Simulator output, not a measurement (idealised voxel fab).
process module | voxel transistor to metal
cross-section cut | 185 nm wide | cells 5 nm
A cross-section is a grid of square cells, given in bands from the top down. A band is one or more rows of cells.
Each band's line starts with the height of the band's top and of its bottom, in nm. Then come its materials from left to right, each with its width in nm. One material with "throughout" fills the band from edge to edge. "air" is empty space.
Height 0 is the level under which the wafer as received is all one material. The lowest band goes on downwards, as in "0 down".
A width such as "30 to 40" changes by the same amount from each row of cells to the next, from the band's top row to its bottom row.
"no change" after a step means that no cell of the cross-section changed.
closed voids: empty space of 8 cells or more with no open way to the top, each as width x height at its distance from the left edge, in nm
after a step's settings: what the simulator itself notes on the step
overlay nm, on a step with a mask: how far to the right of its planned place the mask lay; to the left if negative
plan
1 op RECEIVE | material Si
2 op CONFORMAL_DEP | material SiO2 | thk nm 5
3 op CONFORMAL_DEP | material SiN | thk nm 10
4 op MASKED_ETCH | tone cover | mask id ACTIVE | width nm 120 | etch materials SiN | depth nm 10 | overlay nm 0
5 op MASKED_ETCH | tone cover | mask id ACTIVE | width nm 120 | etch materials SiO2 | depth nm 5 | overlay nm 0
6 op MASKED_ETCH | tone cover | mask id ACTIVE | width nm 120 | etch materials Si | depth nm 20 | overlay nm 0
7 op OXIDIZE | depth nm 5
8 op FILL_DEP | material SiO2 | thk nm 5
9 op CMP | height nm 15
10 op SELECTIVE_ETCH | etch materials SiO2 | depth nm 10
11 op STRIP | etch materials SiN
12 op SELECTIVE_ETCH | etch materials SiO2 | depth nm 5
13 op OXIDIZE | depth nm 5
14 op DIRECTIONAL_DEP | material polySi | thk nm 25
15 op DIRECTIONAL_DEP | material SiCN | thk nm 10
16 op MASKED_ETCH | tone cover | mask id GATE | width nm 30 | etch materials SiCN | depth nm 20 | overlay nm 0
17 op MASKED_ETCH | tone cover | mask id GATE | width nm 30 | etch materials polySi | depth nm 35 | overlay nm 0
18 op CONFORMAL_DEP | material SiO2 | thk nm 5
19 op DIRECTIONAL_ETCH | etch materials SiO2 | depth nm 5
20 op CONFORMAL_DEP | material SiN | thk nm 5
21 op DIRECTIONAL_ETCH | etch materials SiN | depth nm 5
22 op DIRECTIONAL_ETCH | etch materials SiO2 | depth nm 5
23 op DIRECTIONAL_ETCH | etch materials Si | depth nm 15
24 op EPI | material SiGe | thk nm 20
25 op FILL_DEP | material SiO2 | thk nm 10
26 op CMP | height nm 25
27 op STRIP | etch materials polySi
28 op SELECTIVE_ETCH | etch materials SiO2 | depth nm 5
29 op CONFORMAL_DEP | material HfO2 | thk nm 5
30 op CONFORMAL_DEP | material TiN | thk nm 5
31 op FILL_DEP | material W | thk nm 10
32 op CMP | height nm 20
33 op DIRECTIONAL_DEP | material SiO2 | thk nm 10
34 op DIRECTIONAL_DEP | material aC | thk nm 10
35 op PATTERN | tone open | mask id CONTACT | material resist | width nm 20 | pitch nm 90 | thk nm 25 | overlay nm 0
36 op DIRECTIONAL_ETCH | etch materials aC | depth nm 10
37 op STRIP | etch materials resist
38 op DIRECTIONAL_ETCH | etch materials SiO2 | depth nm 30
39 op STRIP | etch materials aC
40 op CONFORMAL_DEP | material TiN | thk nm 5
41 op FILL_DEP | material Ru | thk nm 5
42 op CMP | height nm 30
43 op CONFORMAL_DEP | material SiCN | thk nm 5
44 op DIRECTIONAL_DEP | material lowk | thk nm 25
45 op DIRECTIONAL_DEP | material aC | thk nm 15
46 op PATTERN | tone open | mask id METAL_1 | material resist | width nm 20 | pitch nm 90 | thk nm 35 | overlay nm 0
47 op DIRECTIONAL_ETCH | etch materials aC | depth nm 15
48 op STRIP | etch materials resist
49 op DIRECTIONAL_ETCH | etch materials lowk | depth nm 25
50 op DIRECTIONAL_ETCH | etch materials SiCN | depth nm 5
51 op STRIP | etch materials aC
52 op CONFORMAL_DEP | material TiN | thk nm 5
53 op FILL_DEP | material Ru | thk nm 5
54 op CMP | height nm 60
55 op CONFORMAL_DEP | material SiCN | thk nm 5
as received, after step 1
  0 down: Si throughout
  closed voids: none
first wafer at the end, as planned
  65 to 60: SiCN throughout
  60 to 35: lowk 35 | TiN 5 | Ru 10 | TiN 5 | lowk 70 | TiN 5 | Ru 10 | TiN 5 | lowk 40
  35 to 30: SiCN 35 | TiN 20 | SiCN 70 | TiN 20 | SiCN 40
  30 to 20: SiO2 35 | TiN 5 | Ru 10 | TiN 5 | SiO2 70 | TiN 5 | Ru 10 | TiN 5 | SiO2 40
  20 to 15: SiO2 35 | TiN 20 | SiO2 10 | SiN 5 | HfO2 5 | TiN 5 | W 20 | TiN 5 | HfO2 5 | SiN 5 | SiO2 10 | TiN 20 | SiO2 40
  15 to 5: SiO2 35 | TiN 10 | SiGe 20 | SiN 5 | HfO2 5 | TiN 5 | W 20 | TiN 5 | HfO2 5 | SiN 5 | SiGe 20 | TiN 10 | SiO2 40
  5 to 0: SiO2 35 | TiN 10 | SiGe 20 | SiN 5 | HfO2 5 | TiN 30 | HfO2 5 | SiN 5 | SiGe 20 | TiN 10 | SiO2 40
  0 to -5: SiO2 30 | SiGe 35 | SiO2 5 | HfO2 40 | SiO2 5 | SiGe 35 | SiO2 35
  -5 to -20: SiO2 35 | SiGe 30 | Si 50 | SiGe 30 | SiO2 40
  -20 to -25: SiO2 35 | Si 110 | SiO2 40
  -25 down: Si throughout
  closed voids: none
second wafer at the end: like start, like plan, one mistake
  65 to 60: SiCN throughout
  60 to 35: lowk 35 | TiN 5 | Ru 10 | TiN 5 | lowk 70 | TiN 5 | Ru 10 | TiN 5 | lowk 40
  35 to 30: SiCN 35 | TiN 20 | SiCN 70 | TiN 20 | SiCN 40
  30 to 20: SiO2 35 | TiN 5 | Ru 10 | TiN 5 | SiO2 70 | TiN 5 | Ru 10 | TiN 5 | SiO2 40
  20 to 15: SiO2 35 | TiN 20 | SiO2 10 | SiN 5 | TiN 5 | W 30 | TiN 5 | SiN 5 | SiO2 10 | TiN 20 | SiO2 40
  15 to 0: SiO2 35 | TiN 10 | SiGe 20 | SiN 5 | TiN 5 | W 30 | TiN 5 | SiN 5 | SiGe 20 | TiN 10 | SiO2 40
  0 to -5: SiO2 30 | SiGe 35 | SiO2 5 | TiN 40 | SiO2 5 | SiGe 35 | SiO2 35
  -5 to -20: SiO2 35 | SiGe 30 | Si 50 | SiGe 30 | SiO2 40
  -20 to -25: SiO2 35 | Si 110 | SiO2 40
  -25 down: Si throughout
  closed voids: none
what went wrong: step 29 was left out
at the end the second wafer has, in cells: 16 fewer of HfO2 | 4 more of TiN | 12 more of W
